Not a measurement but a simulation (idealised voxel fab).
Proc. module: voxel wiring stack
Section cut is 180 nm wide and gridded with 5 nm square cells.
Cross-section format: a grid of square cells, given as bands from top to bottom; each band is one or more rows of cells.
It is stipulated that each band's entry specify, in nanometres, the height of the top of the band and then that of its bottom, followed by the materials of the band in left-to-right sequence, each together with its width in nanometres. A single material marked by the word "throughout" is understood to fill the band from edge to edge; the word "blank" is understood to denote empty space.
Zero point of the height axis is 0; under it, received wafer = one material. Lowest band: continues down indefinitely, "0 and below".
The width entry "30 to 40" should be interpreted row by row: the top row of cells in the band takes the first number, the bottom row takes the second number, and the change between adjacent rows is uniform throughout.
"left unchanged" means the step left every cell of the cross-section as it was.
Look at "Sealed void listing" for the closed voids: empty spaces with no open path to the top, sized 8 cells or up. Each is width x height at distance, distance from the left edge, all nm.
It should be noted that, on the line of a given step, the content following the step's settings is a remark produced by the simulator itself with respect to that step.
overlay nm: where the mask lay relative to plan, measured to the right, on steps with a mask; negatives go left.

PLANNED PROCESS STEPS
1) RECEIVE: material Si
2) CONFORMAL_DEP: material SiO2, thk nm 10
3) DIRECTIONAL_DEP: material TiN, thk nm 5
4) DIRECTIONAL_DEP: material W, thk nm 20
5) MASKED_ETCH: tone cover, mask id METAL_1, width nm 25, pitch nm 45, etch materials W, depth nm 20, overlay nm 0
6) MASKED_ETCH: tone cover, mask id METAL_1, width nm 25, pitch nm 45, etch materials TiN, depth nm 5, overlay nm 0
7) FILL_DEP: material SiO2, thk nm 5
8) CMP: height nm 35
9) CONFORMAL_DEP: material SiCN, thk nm 5
10) DIRECTIONAL_DEP: material lowk, thk nm 25
11) DIRECTIONAL_DEP: material aC, thk nm 15
12) PATTERN: tone open, mask id METAL_2_HOLES, material resist, width nm 15, pitch nm 45, thk nm 30, overlay nm 0
13) DIRECTIONAL_ETCH: etch materials aC, depth nm 15
14) STRIP: etch materials resist
15) DIRECTIONAL_ETCH: etch materials lowk, depth nm 25
16) STRIP: etch materials aC
17) PATTERN: tone open, mask id METAL_2, material resist, width nm 25, pitch nm 45, thk nm 15, overlay nm 0
18) DIRECTIONAL_ETCH: etch materials lowk, depth nm 15
19) DIRECTIONAL_ETCH: etch materials SiCN, depth nm 5
20) STRIP: etch materials resist
21) CONFORMAL_DEP: material TiN, thk nm 5
22) FILL_DEP: material Cu, thk nm 10
23) CMP: height nm 65
24) CONFORMAL_DEP: material SiCN, thk nm 5
25) DIRECTIONAL_DEP: material SiO2, thk nm 25
26) MASKED_ETCH: tone open, mask id METAL_3_HOLES, width nm 15, pitch nm 45, etch materials SiO2, depth nm 25, overlay nm 0
27) DIRECTIONAL_DEP: material aC, thk nm 15
28) PATTERN: tone open, mask id METAL_3, material resist, width nm 25, pitch nm 45, thk nm 30, overlay nm 0
29) DIRECTIONAL_ETCH: etch materials aC, depth nm 15
30) STRIP: etch materials resist
31) DIRECTIONAL_ETCH: etch materials SiO2, depth nm 15
32) DIRECTIONAL_ETCH: etch materials SiCN, depth nm 5
33) STRIP: etch materials aC
34) CONFORMAL_DEP: material TiN, thk nm 5
35) FILL_DEP: material Cu, thk nm 5
36) CMP: height nm 95
37) CONFORMAL_DEP: material SiCN, thk nm 5

AS-RECEIVED WAFER CROSS-SECTION (AFTER STEP 1)
    0 and below | Si throughout
    Sealed void listing: none

MODULE COMPLETE, CROSS-SECTION. STARTING POINT AND PLAN PER ABOVE. ONE MISTAKE MADE IN RUNNING THE MODULE
    100 down to 95 | SiCN throughout
    95 down to 85 | 55 nm SiO2 / 5 nm TiN / 15 nm Cu / 5 nm TiN / 20 nm SiO2 / 5 nm TiN / 15 nm Cu / 5 nm TiN / 55 nm SiO2
    85 down to 80 | 55 nm SiO2 / 5 nm TiN / 5 nm Cu / 15 nm TiN / 20 nm SiO2 / 5 nm TiN / 5 nm Cu / 15 nm TiN / 55 nm SiO2
    80 down to 70 | 55 nm SiO2 / 5 nm TiN / 5 nm Cu / 5 nm TiN / 30 nm SiO2 / 5 nm TiN / 5 nm Cu / 5 nm TiN / 65 nm SiO2
    70 down to 65 | 55 nm SiCN / 15 nm TiN / 30 nm SiCN / 15 nm TiN / 65 nm SiCN
    65 down to 55 | 55 nm lowk / 5 nm TiN / 15 nm SiO2 / 5 nm TiN / 20 nm lowk / 5 nm TiN / 15 nm SiO2 / 5 nm TiN / 55 nm lowk
    55 down to 50 | 55 nm lowk / 5 nm TiN / 5 nm SiO2 / 15 nm TiN / 20 nm lowk / 5 nm TiN / 5 nm SiO2 / 15 nm TiN / 55 nm lowk
    50 down to 40 | 55 nm lowk / 5 nm TiN / 5 nm SiO2 / 5 nm TiN / 30 nm lowk / 5 nm TiN / 5 nm SiO2 / 5 nm TiN / 65 nm lowk
    40 down to 35 | 55 nm SiCN / 15 nm TiN / 30 nm SiCN / 15 nm TiN / 65 nm SiCN
    35 down to 15 | 55 nm SiO2 / 25 nm W / 20 nm SiO2 / 25 nm W / 55 nm SiO2
    15 down to 10 | 55 nm SiO2 / 25 nm TiN / 20 nm SiO2 / 25 nm TiN / 55 nm SiO2
    10 down to 0 | SiO2 throughout
    0 and below | Si throughout
    Sealed void listing: none
What broke from the plan during processing? step 22 was not run as planned; what actually ran was FILL_DEP: material SiO2, thk nm 10
